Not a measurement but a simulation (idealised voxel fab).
Herein follows the process module entitled voxel local oxidation.
In the cross-section labelled cut, the width is 250 nm and each square cell is 5 nm.
Cross-section, as written here: a square-cell grid given band by band from the top down, where a band holds one or more rows of cells. Quick guide to a band line: top height, bottom height (nm) up front; then every material left to right with its width in nm. Only one material and it's marked "everywhere"? Then it fills the band edge to edge. And "blank" just means empty space. It should be noted that heights are counted from 0, beneath which the wafer as supplied is of one material throughout, and that the lowest band possesses no lower boundary but continues downward, as written in "z 0 and below". Note: "30 to 40" means the width goes from the first number (top row of the band) to the second number (bottom row) in equal steps per row of cells. "stayed the same" means the step left every cell of the cross-section as it was. What "Voids, enclosed" gives you is every empty space of 8 cells or more that is cut off from the top. Each appears as width x height at distance, with the distance taken from the left edge and width, height and distance all in nm. That trailing text on a step's line, after the settings, is the simulator's own remark on the step. overlay nm: mask right of planned place by this much (step with mask). Neg. = left.
-- Set out below are the planned steps of the process
1) RECEIVE with material Si
2) OXIDIZE with depth nm 5
3) CONFORMAL_DEP with material SiN, thk nm 10
4) DIRECTIONAL_DEP with material aC, thk nm 10
5) PATTERN with tone cover, mask id ACTIVE, material resist, width nm 90, thk nm 25, overlay nm 0
6) DIRECTIONAL_ETCH with etch materials aC, depth nm 10
7) STRIP with etch materials resist
8) DIRECTIONAL_ETCH with etch materials SiN, depth nm 10
9) STRIP with etch materials aC
10) SELECTIVE_ETCH with etch materials SiO2, depth nm 5
11) OXIDIZE with depth nm 10
12) STRIP with etch materials SiN
-- The cross-section here shows the wafer as received, i.e. in its state after step 1
	z 0 and below: Si everywhere
	Voids, enclosed: none
-- Cross-section, end of module. Start: as above. Plan: as above. Execution: one mistake
	z 0 to -5: blank 85 nm, SiO2 80 nm, blank 85 nm
	z -5 to -25: SiO2 105 nm, Si 40 nm, SiO2 105 nm
	z -25 and below: Si everywhere
	Voids, enclosed: none
Error vs. plan: step 11 did not happen as planned, as run it was OXIDIZE with depth nm 20
